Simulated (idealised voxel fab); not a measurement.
Presented below is a process module, voxel capacitor over wiring.
Square cell edge 5 nm, section width 270 nm, ID cut.
Cross-section = grid of square cells, listed top down in bands; band = one or more rows.
Heads up on the band format: heights come first, top then bottom, in nm. After that it's the materials left to right, each with its width in nm. A single material flagged "all across" fills the whole band edge to edge, and "blank" means there's empty space there.
Basically, 0 is our baseline, since under it the wafer straight out of the box is all one material. The bottom band has no lower end and keeps on going down, so it looks like "0..down".
With a width like "30 to 40", each row of cells in the band differs from the next by the same amount, the top row carrying the first number and the bottom row the second.
"nothing changed", as given for a step, is the statement that not any cell of the cross-section underwent a change during that step.
Enclosed voids (no open way to top), threshold 8 cells or more, entry "Enclosed empty spaces", notation width x height at distance, distance from left edge, nm.
It should be noted that, on the line of a given step, the content following the step's settings is a remark produced by the simulator itself with respect to that step.
overlay nm: right-of-plan distance of the mask on a masked step; negative values mean left-of-plan.

**These are the steps we planned for the process**
1: RECEIVE | material Si
2: CONFORMAL_DEP | material SiO2 | thk nm 15
3: DIRECTIONAL_DEP | material TiN | thk nm 5
4: DIRECTIONAL_DEP | material Ru | thk nm 25
5: DIRECTIONAL_DEP | material aC | thk nm 15
6: PATTERN | tone cover | mask id METAL_1 | material resist | width nm 20 | pitch nm 85 | thk nm 35 | overlay nm 0
7: DIRECTIONAL_ETCH | etch materials aC | depth nm 15
8: STRIP | etch materials resist
9: DIRECTIONAL_ETCH | etch materials Ru | depth nm 25
10: DIRECTIONAL_ETCH | etch materials TiN | depth nm 5
11: STRIP | etch materials aC
12: CONFORMAL_DEP | material SiCN | thk nm 5
13: FILL_DEP | material lowk | thk nm 5
14: CMP | height nm 45
15: CONFORMAL_DEP | material SiCN | thk nm 5
16: DIRECTIONAL_DEP | material SiO2 | thk nm 15
17: DIRECTIONAL_DEP | material aC | thk nm 10
18: PATTERN | tone open | mask id PLUG_1 | material resist | width nm 15 | thk nm 25 | overlay nm 0
19: DIRECTIONAL_ETCH | etch materials aC | depth nm 10
20: STRIP | etch materials resist
21: DIRECTIONAL_ETCH | etch materials SiO2 | depth nm 15
22: DIRECTIONAL_ETCH | etch materials SiCN | depth nm 5
23: STRIP | etch materials aC
24: CONFORMAL_DEP | material TiN | thk nm 5
25: FILL_DEP | material Ru | thk nm 10
26: CMP | height nm 65
27: DIRECTIONAL_DEP | material TiN | thk nm 5
28: DIRECTIONAL_DEP | material SiN | thk nm 5
29: DIRECTIONAL_DEP | material TiN | thk nm 5
30: MASKED_ETCH | tone cover | mask id UPPER_PLATE | width nm 70 | etch materials TiN | depth nm 5 | overlay nm 0
31: MASKED_ETCH | tone cover | mask id UPPER_PLATE | width nm 70 | etch materials SiN | depth nm 5 | overlay nm 0
32: PATTERN | tone cover | mask id LOWER_PLATE | material resist | width nm 80 | thk nm 15 | overlay nm 0
33: DIRECTIONAL_ETCH | etch materials TiN | depth nm 5
34: STRIP | etch materials resist
35: FILL_DEP | material SiO2 | thk nm 20
36: CMP | height nm 95
37: MASKED_ETCH | tone open | mask id PLUG_2 | width nm 15 | etch materials SiO2 | depth nm 15 | overlay nm 0
38: CONFORMAL_DEP | material TiN | thk nm 5
39: FILL_DEP | material Ru | thk nm 5
40: CMP | height nm 95
41: CONFORMAL_DEP | material SiN | thk nm 5

**Cross-sectional view of the wafer in its as-received condition, corresponding to the state after step 1**
> 0..down = Si all across
> Enclosed empty spaces: none

**The plan above was carried out on the starting structure above with one mistake, and this cross-section shows the wafer at the end of the module**
> 100..95 = SiN all across
> 95..85 = SiO2 (95); TiN (5); Ru (5); TiN (5); SiO2 (160)
> 85..75 = SiO2 (95 to 85); TiN (15 to 70); SiO2 (160 to 115)
> 75..70 = SiO2 (85); SiN (70); SiO2 (115)
> 70..65 = SiO2 (80); TiN (80); SiO2 (110)
> 65..50 = Ru (80); TiN (5); SiO2 (15); TiN (5); Ru (165)
> 50..45 = TiN (85); SiCN (15); TiN (170)
> 45..20 = lowk (75); SiCN (5); Ru (20); SiCN (5); lowk (55); SiCN (5); Ru (20); SiCN (5); lowk (80)
> 20..15 = SiCN (80); TiN (20); SiCN (65); TiN (20); SiCN (85)
> 15..0 = SiO2 all across
> 0..down = Si all across
> Enclosed empty spaces: none
It is concluded that the wafer was processed incorrectly with respect to the plan, in that so step 18 ended up running with a different setting than we planned, it ran as PATTERN | tone cover | mask id PLUG_1 | material resist | width nm 15 | thk nm 25 | overlay nm 0
